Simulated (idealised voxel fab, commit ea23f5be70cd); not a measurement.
Herein follows the process module entitled voxel ribs on slabs.
It is cross-section cut that appears here, measuring 285 nm in width, its square cells being 5 nm in size.
Bands, listed from the top down, are how a cross-section gets written in this document; the cross-section itself is a grid of square cells, and a band is one or more rows of them.
Quick guide to a band line: top height, bottom height (nm) up front; then every material left to right with its width in nm. Only one material and it's marked "all across"? Then it fills the band edge to edge. And "empty" just means empty space.
The level at which height equals 0 is the one under which the wafer, as it arrives, is entirely one material. No lower edge exists for the bottom band, which continues downward and is notated as in "top 0, no bottom".
Note: "30..40" means the width goes from the first number (top row of the band) to the second number (bottom row) in equal steps per row of cells.
The cross-section has no changed cell in any step marked "no modifications".
Look at "Sealed void listing" for the closed voids: empty spaces with no open path to the top, sized 8 cells or up. Each is width x height at distance, distance from the left edge, all nm.
Heads up: the bit after the settings on a step's line is the simulator's remark on that step.
"overlay nm" answers the question of how far to the right of plan the mask lay on a step that has a mask, and when it is negative the answer is to the left.

### Listed below are the process steps as planned
step 1: RECEIVE, material Si
step 2: DIRECTIONAL_DEP, material SiO2, thk nm 20
step 3: DIRECTIONAL_DEP, material SiN, thk nm 20
step 4: DIRECTIONAL_DEP, material aC, thk nm 15
step 5: PATTERN, tone cover, mask id RIB, material resist, width nm 20, thk nm 30, overlay nm 0
step 6: DIRECTIONAL_ETCH, etch materials aC, depth nm 15
step 7: STRIP, etch materials resist
step 8: DIRECTIONAL_ETCH, etch materials SiN, depth nm 5
step 9: STRIP, etch materials aC
step 10: DIRECTIONAL_DEP, material aC, thk nm 15
step 11: PATTERN, tone cover, mask id SLAB, material resist, width nm 70, thk nm 30, overlay nm 0
step 12: DIRECTIONAL_ETCH, etch materials aC, depth nm 15
step 13: STRIP, etch materials resist
step 14: DIRECTIONAL_ETCH, etch materials SiN, depth nm 15
step 15: STRIP, etch materials aC
step 16: FILL_DEP, material SiO2, thk nm 25
step 17: CMP, height nm 55
step 18: DIRECTIONAL_DEP, material W, thk nm 10
step 19: PATTERN, tone cover, mask id HEATER, material resist, width nm 30, thk nm 20, overlay nm 0
step 20: DIRECTIONAL_ETCH, etch materials W, depth nm 10
step 21: STRIP, etch materials resist
step 22: CONFORMAL_DEP, material SiN, thk nm 10

### This is the cross-section of the wafer as we received it, i.e. after step 1
    top 0, no bottom  Si all across
    Sealed void listing: none

### The cross-section shown corresponds to the wafer at the conclusion of the module. The initial structure and the process plan are those presented above; however, one mistake occurred in executing the plan
    top 75, bottom 65  SiN 135 | empty 10 | SiN 140
    top 65, bottom 55  W 125 | SiN 30 | W 130
    top 55, bottom 40  SiO2 all across
    top 40, bottom 35  SiO2 130 | SiN 20 | SiO2 135
    top 35, bottom 20  SiO2 105 | SiN 70 | SiO2 110
    top 20, bottom 0  SiO2 all across
    top 0, no bottom  Si all across
    Sealed void listing: none
So what did we get wrong on this run? off-plan run, step 19, actual operation and settings PATTERN, tone open, mask id HEATER, material resist, width nm 30, thk nm 20, overlay nm 0
